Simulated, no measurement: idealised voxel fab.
This section sets out a process module, namely voxel lift off.
This is section cut - it's 265 nm across, gridded in 5 nm square cells.
Heads up, the way a cross-section reads in here is a grid of square cells, handed over as bands from the top down, with every band being one or more rows of cells. Per band: top height and bottom height in nm, followed by the left-to-right materials and their widths in nm; "throughout" marks a single material spanning edge to edge, "blank" marks empty space. Height datum 0, below which the as-received substrate wafer is one material. Lowest band open at the bottom, running downward: "0 and below". A two-number width, for instance "30..40", indicates that the width is equal to the first number in the top row of the band and to the second number in the bottom row, and that it changes by a constant amount per row of cells. For the purposes of this document, the phrase "nothing altered" attached to a step denotes that no cell within the cross-section was modified by that step. Empty spaces without an open route to the top, at least 8 cells in extent, make up the entry "Voids, sealed"; each is given as width x height at distance, where the distance is measured from the left edge, and all are in nm. Whatever follows a step's settings on its line is a remark the simulator itself makes about that step. The line of a step may include "overlay nm". On a step with a mask, this value is how far to the right of its planned place the mask lay. A negative value means the mask lay to the left.
## Process steps foreseen in the plan
1. RECEIVE: material Si
2. CONFORMAL_DEP: material SiO2, thk nm 5
3. PATTERN: tone open, mask id LINES, material resist, width nm 30, pitch nm 50, thk nm 25, overlay nm 0
4. DIRECTIONAL_DEP: material Ru, thk nm 15
5. STRIP: etch materials resist
6. CONFORMAL_DEP: material SiN, thk nm 5
## Cross-section: wafer on arrival = after step 1
> 0 and below | Si throughout
> Voids, sealed: none
## Here's the cross-section of the first of our two wafers at the end of the module - it ran as planned
> 25 down to 20 | blank: 60, SiN: 40, blank: 10, SiN: 40, blank: 10, SiN: 40, blank: 65
> 20 down to 10 | blank: 60, SiN: 5, Ru: 30, SiN: 5, blank: 10, SiN: 5, Ru: 30, SiN: 5, blank: 10, SiN: 5, Ru: 30, SiN: 5, blank: 65
> 10 down to 5 | SiN: 65, Ru: 30, SiN: 20, Ru: 30, SiN: 20, Ru: 30, SiN: 70
> 5 down to 0 | SiO2 throughout
> 0 and below | Si throughout
> Voids, sealed: none
## This cross-section belongs to the second wafer of two at the end of the module; the start and the plan were shared with the first, and the run included one mistake
> 10 down to 5 | SiN throughout
> 5 down to 0 | SiO2 throughout
> 0 and below | Si throughout
> Voids, sealed: none
What broke from the plan during processing? it should be noted that step 4 of the plan was omitted and was not performed
Once processing is complete, comparing cell counts shows that the second wafer has more or fewer of certain materials than the first: Ru -54; SiN -18
